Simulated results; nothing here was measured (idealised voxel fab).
The following process module bears the name voxel ribs on slabs.
FYI the section here is cut, 285 nm wide, cells are 5 nm squares.
A cross-section is written here as square cells arranged in a grid, and it is given in bands from the top down, each band taking up one or more rows of cells.
The entry gives the band's vertical extent as a top height and a bottom height in nm, then its horizontal make-up as materials from left to right, each with a width in nm. "air" stands for empty space; a single material marked "edge to edge" fills the band edge to edge.
Beneath 0, the wafer as received is one material, and that level is where height counting begins. The lowest band goes on downward without a bottom; it is written like "0 and below".
So if you see something like "30 to 40" for the width, read it as the top row of the band sitting at the first number and the bottom row at the second, with every row in between moving by the same amount as the last.
Key: "nothing got changed" - step with no changed cell in the cross-section.
The list in "Closed cavity list" covers empty spaces of 8 cells or more that cannot reach the top through any open way, and it gives each as width x height at distance; the distance is from the left edge, and width, height and distance are in nm.
after a step's settings: what the simulator itself notes on the step
On any step carrying a mask, the "overlay nm" setting, if present on the step's line, tells how far right of its planned place the mask lay; negative values point to the left.
List of planned process steps
1 RECEIVE | material Si
2 DIRECTIONAL_DEP | material SiO2 | thk nm 20
3 DIRECTIONAL_DEP | material polySi | thk nm 15
4 PATTERN | tone cover | mask id RIB | material resist | width nm 20 | thk nm 15 | overlay nm 0
5 DIRECTIONAL_ETCH | etch materials polySi | depth nm 5
6 STRIP | etch materials resist
7 MASKED_ETCH | tone cover | mask id SLAB | width nm 60 | etch materials polySi | depth nm 10 | overlay nm 0
8 FILL_DEP | material SiO2 | thk nm 20
9 CMP | height nm 50
10 DIRECTIONAL_DEP | material TiN | thk nm 5
11 PATTERN | tone cover | mask id HEATER | material resist | width nm 30 | thk nm 20 | overlay nm 0
12 DIRECTIONAL_ETCH | etch materials TiN | depth nm 5
13 STRIP | etch materials resist
14 CONFORMAL_DEP | material SiN | thk nm 10
Concerning the first of two wafers, which was run in accordance with the plan
Cross-section of the wafer as it came to us, i.e., already through step 1
    0 and below: Si edge to edge
    Closed cavity list: none
State of the wafer after step 2, shown in cross-section
    20 down to 0: SiO2 edge to edge
    All layers under 0 are left as they were.
State of the wafer after step 3, shown in cross-section
    35 down to 20: polySi edge to edge
    All layers under 20 are left as they were.
State of the wafer after step 4, shown in cross-section
    50 down to 35: air 130 nm, then resist 20 nm, then air 135 nm
    All layers under 35 are left as they were.
State of the wafer after step 5, shown in cross-section
    50 down to 35: air 130 nm, then resist 20 nm, then air 135 nm
    35 down to 30: air 130 nm, then polySi 20 nm, then air 135 nm
    All layers under 30 are left as they were.
State of the wafer after step 6, shown in cross-section
    35 down to 30: air 130 nm, then polySi 20 nm, then air 135 nm
    All layers under 30 are left as they were.
State of the wafer after step 7, shown in cross-section
    35 down to 30: air 130 nm, then polySi 20 nm, then air 135 nm
    30 down to 20: air 110 nm, then polySi 60 nm, then air 115 nm
    All layers under 20 are left as they were.
State of the wafer after step 8, shown in cross-section
    55 down to 35: SiO2 edge to edge
    35 down to 30: SiO2 130 nm, then polySi 20 nm, then SiO2 135 nm
    30 down to 20: SiO2 110 nm, then polySi 60 nm, then SiO2 115 nm
    All layers under 20 are left as they were.
State of the wafer after step 9, shown in cross-section
    50 down to 35: SiO2 edge to edge
    All layers under 35 are left as they were.
State of the wafer after step 10, shown in cross-section
    55 down to 50: TiN edge to edge
    All layers under 50 are left as they were.
State of the wafer after step 11, shown in cross-section
    75 down to 55: air 125 nm, then resist 30 nm, then air 130 nm
    All layers under 55 are left as they were.
State of the wafer after step 12, shown in cross-section
    75 down to 55: air 125 nm, then resist 30 nm, then air 130 nm
    55 down to 50: air 125 nm, then TiN 30 nm, then air 130 nm
    All layers under 50 are left as they were.
State of the wafer after step 13, shown in cross-section
    55 down to 50: air 125 nm, then TiN 30 nm, then air 130 nm
    All layers under 50 are left as they were.
State of the wafer after step 14, shown in cross-section
    65 down to 60: air 115 nm, then SiN 50 nm, then air 120 nm
    60 down to 55: SiN edge to edge
    55 down to 50: SiN 125 nm, then TiN 30 nm, then SiN 130 nm
    All layers under 50 are left as they were.
Wafer two of the pair: same origin, same plan, one error during the run; identical to wafer one up to and including step 10
Cross-section: second wafer, time at which step 11 was scheduled to end
    75 down to 55: air 130 nm, then resist 25 nm, then air 130 nm
    All layers under 55 are left as they were.
Cross-section: second wafer, time at which step 12 was scheduled to end
    75 down to 55: air 130 nm, then resist 25 nm, then air 130 nm
    55 down to 50: air 130 nm, then TiN 25 nm, then air 130 nm
    All layers under 50 are left as they were.
Cross-section: second wafer, time at which step 13 was scheduled to end
    55 down to 50: air 130 nm, then TiN 25 nm, then air 130 nm
    All layers under 50 are left as they were.
Cross-section: second wafer, time at which step 14 was scheduled to end
    65 down to 60: air 120 nm, then SiN 45 nm, then air 120 nm
    60 down to 55: SiN edge to edge
    55 down to 50: SiN 130 nm, then TiN 25 nm, then SiN 130 nm
    All layers under 50 are left as they were.
What broke from the plan during processing? so step 11 ended up running with a different setting than we planned, it ran as PATTERN | tone cover | mask id HEATER | material resist | width nm 25 | thk nm 20 | overlay nm 0
Final difference in cells, second wafer against first, listed per material as more or fewer: -1 TiN
